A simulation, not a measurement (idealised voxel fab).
process module | voxel capacitor over wiring
cross-section cut | 140 nm wide | cells 5 nm
A cross-section is a grid of square cells, given in bands from the top down. A band is one or more rows of cells.
Each band's line starts with the height of the band's top and of its bottom, in nm. Then come its materials from left to right, each with its width in nm. One material with "throughout" fills the band from edge to edge. "air" is empty space.
Height 0 is the level under which the wafer as received is all one material. The lowest band goes on downwards, as in "0 down".
A width such as "30 to 40" changes by the same amount from each row of cells to the next, from the band's top row to its bottom row.
"no change" after a step means that no cell of the cross-section changed.
closed voids: empty space of 8 cells or more with no open way to the top, each as width x height at its distance from the left edge, in nm
after a step's settings: what the simulator itself notes on the step
overlay nm, on a step with a mask: how far to the right of its planned place the mask lay; to the left if negative
plan
1 op RECEIVE | material Si
2 op CONFORMAL_DEP | material SiO2 | thk nm 10
3 op DIRECTIONAL_DEP | material TiN | thk nm 5
4 op DIRECTIONAL_DEP | material Ru | thk nm 15
5 op MASKED_ETCH | tone cover | mask id METAL_1 | width nm 20 | pitch nm 80 | etch materials Ru | depth nm 15 | overlay nm 0
6 op MASKED_ETCH | tone cover | mask id METAL_1 | width nm 20 | pitch nm 80 | etch materials TiN | depth nm 5 | overlay nm 0
7 op CONFORMAL_DEP | material SiCN | thk nm 5
8 op FILL_DEP | material SiO2 | thk nm 10
9 op CMP | height nm 30
10 op CONFORMAL_DEP | material SiCN | thk nm 5
11 op DIRECTIONAL_DEP | material lowk | thk nm 15
12 op MASKED_ETCH | tone open | mask id PLUG_1 | width nm 15 | etch materials lowk | depth nm 15 | overlay nm 0
13 op MASKED_ETCH | tone open | mask id PLUG_1 | width nm 15 | etch materials SiCN | depth nm 5 | overlay nm 0
14 op EPI | material Ru | thk nm 10
15 op EPI | material Ru | thk nm 10
16 op DIRECTIONAL_DEP | material TiN | thk nm 10
17 op DIRECTIONAL_DEP | material SiN | thk nm 5
18 op DIRECTIONAL_DEP | material TiN | thk nm 5
19 op PATTERN | tone cover | mask id UPPER_PLATE | material resist | width nm 55 | thk nm 15 | overlay nm 0
20 op DIRECTIONAL_ETCH | etch materials TiN | depth nm 5
21 op DIRECTIONAL_ETCH | etch materials SiN | depth nm 5
22 op STRIP | etch materials resist
23 op DIRECTIONAL_DEP | material aC | thk nm 15
24 op PATTERN | tone cover | mask id LOWER_PLATE | material resist | width nm 75 | thk nm 30 | overlay nm 0
25 op DIRECTIONAL_ETCH | etch materials aC | depth nm 15
26 op STRIP | etch materials resist
27 op DIRECTIONAL_ETCH | etch materials TiN | depth nm 10
28 op STRIP | etch materials aC
29 op FILL_DEP | material SiO2 | thk nm 15
30 op CMP | height nm 80
31 op PATTERN | tone open | mask id PLUG_2 | material resist | width nm 15 | thk nm 15 | overlay nm 0
32 op DIRECTIONAL_ETCH | etch materials SiO2 | depth nm 10
33 op STRIP | etch materials resist
34 op CONFORMAL_DEP | material TiN | thk nm 5
35 op FILL_DEP | material W | thk nm 5
36 op CMP | height nm 80
37 op CONFORMAL_DEP | material SiN | thk nm 5
varied across the wafers: width nm of step 19. The plan shows the first wafer's value. All wafers start alike
first wafer as received, after step 1
  0 down: Si throughout
  closed voids: none
first wafer at the end, after step 37
  85 to 80: SiN throughout
  80 to 75: SiO2 35 | TiN 5 | W 5 | TiN 5 | SiO2 90
  75 to 65: SiO2 35 to 30 | TiN 15 to 55 | SiO2 90 to 55
  65 to 60: SiO2 30 | SiN 55 | SiO2 55
  60 to 50: SiO2 20 | TiN 75 | SiO2 45
  50 to 35: lowk 25 | Ru 15 | lowk 100
  35 to 30: SiCN 25 | Ru 15 | SiCN 100
  30 to 15: SiO2 15 | SiCN 5 | Ru 20 | SiCN 5 | SiO2 50 | SiCN 5 | Ru 20 | SiCN 5 | SiO2 15
  15 to 10: SiCN 20 | TiN 20 | SiCN 60 | TiN 20 | SiCN 20
  10 to 0: SiO2 throughout
  0 down: Si throughout
  closed voids: none
last wafer at the end
  85 to 80: SiN throughout
  80 to 75: SiO2 35 | TiN 5 | W 5 | TiN 5 | SiO2 90
  75 to 65: SiO2 35 to 20 | TiN 15 to 75 | SiO2 90 to 45
  65 to 60: SiO2 20 | SiN 80 | SiO2 40
  60 to 50: SiO2 20 | TiN 80 | SiO2 40
  50 to 35: lowk 25 | Ru 15 | lowk 100
  35 to 30: SiCN 25 | Ru 15 | SiCN 100
  30 to 15: SiO2 15 | SiCN 5 | Ru 20 | SiCN 5 | SiO2 50 | SiCN 5 | Ru 20 | SiCN 5 | SiO2 15
  15 to 10: SiCN 20 | TiN 20 | SiCN 60 | TiN 20 | SiCN 20
  10 to 0: SiO2 throughout
  0 down: Si throughout
  closed voids: none
each wafer at the end: cells of each material gained (+) or lost (-) since it was received, then its closed voids
width nm 55 | +36 Ru | +57 SiCN | +39 SiN | +214 SiO2 | +54 TiN | +1 W | +75 lowk | closed voids: none
width nm 60 | +36 Ru | +57 SiCN | +40 SiN | +212 SiO2 | +55 TiN | +1 W | +75 lowk | closed voids: none
width nm 65 | +36 Ru | +57 SiCN | +41 SiN | +210 SiO2 | +56 TiN | +1 W | +75 lowk | closed voids: none
width nm 70 | +36 Ru | +57 SiCN | +42 SiN | +208 SiO2 | +57 TiN | +1 W | +75 lowk | closed voids: none
width nm 75 | +36 Ru | +57 SiCN | +43 SiN | +206 SiO2 | +58 TiN | +1 W | +75 lowk | closed voids: none
width nm 80 | +36 Ru | +57 SiCN | +44 SiN | +203 SiO2 | +60 TiN | +1 W | +75 lowk | closed voids: none
